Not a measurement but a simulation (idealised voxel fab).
Proc. module: voxel ribs on slabs
Xsec cut, 185 nm wide, square cell size 5 nm.
In what follows, cross-sections appear as grids of square cells, described through bands that run from the top down, where every band is one or more rows of cells.
Per band: top height and bottom height in nm, followed by the left-to-right materials and their widths in nm; "full width" marks a single material spanning edge to edge, "empty" marks empty space.
Heights are measured from 0, the level below which the as-received wafer is all one material; the lowest band has no bottom and continues downward, written as in "0..down".
Note: "30..40" means the width goes from the first number (top row of the band) to the second number (bottom row) in equal steps per row of cells.
For the purposes of this document, the phrase "identical to before" attached to a step denotes that no cell within the cross-section was modified by that step.
Listed in "closed voids": every empty space of 8 or more cells without an open way to the top. Form: width x height at distance, the distance being from the left edge, all in nm.
Heads up: the bit after the settings on a step's line is the simulator's remark on that step.
A step line may carry the setting "overlay nm", which, for steps involving a mask, states the distance by which the mask lay to the right of its intended position; negative values denote displacement to the left.

## plan
1 RECEIVE: material Si
2 DIRECTIONAL_DEP: material SiO2, thk nm 30
3 DIRECTIONAL_DEP: material polySi, thk nm 20
4 MASKED_ETCH: tone cover, mask id RIB, width nm 20, etch materials polySi, depth nm 5, overlay nm 0
5 DIRECTIONAL_DEP: material aC, thk nm 15
6 PATTERN: tone cover, mask id SLAB, material resist, width nm 50, thk nm 30, overlay nm 0
7 DIRECTIONAL_ETCH: etch materials aC, depth nm 15
8 STRIP: etch materials resist
9 DIRECTIONAL_ETCH: etch materials polySi, depth nm 15
10 STRIP: etch materials aC
11 FILL_DEP: material SiO2, thk nm 20
12 CMP: height nm 60
13 DIRECTIONAL_DEP: material W, thk nm 5
14 MASKED_ETCH: tone cover, mask id HEATER, width nm 30, etch materials W, depth nm 5, overlay nm 0
15 CONFORMAL_DEP: material SiO2, thk nm 5

## So this is the incoming wafer in cross-section - it's already been through step 1
    0..down  Si full width
    closed voids: none

## Run as planned - first of the two wafers cross-sectioned at the end of the module
    70..65  70 empty; 40 SiO2; 75 empty
    65..60  75 SiO2; 30 W; 80 SiO2
    60..50  SiO2 full width
    50..45  80 SiO2; 20 polySi; 85 SiO2
    45..30  65 SiO2; 50 polySi; 70 SiO2
    30..0  SiO2 full width
    0..down  Si full width
    closed voids: none

## Here's the second of our two wafers sectioned at module end. Same start as the first, same plan, but one mistake got made running it
    70..65  80 SiO2; 20 empty; 85 SiO2
    65..60  75 W; 30 SiO2; 80 W
    60..50  SiO2 full width
    50..45  80 SiO2; 20 polySi; 85 SiO2
    45..30  65 SiO2; 50 polySi; 70 SiO2
    30..0  SiO2 full width
    0..down  Si full width
    closed voids: none
Against the plan, the run slipped here: rather than as planned, step 14 actually ran as MASKED_ETCH: tone open, mask id HEATER, width nm 30, etch materials W, depth nm 5, overlay nm 0
Final wafer comparison in cells, second versus first, more or fewer per material: +25 W
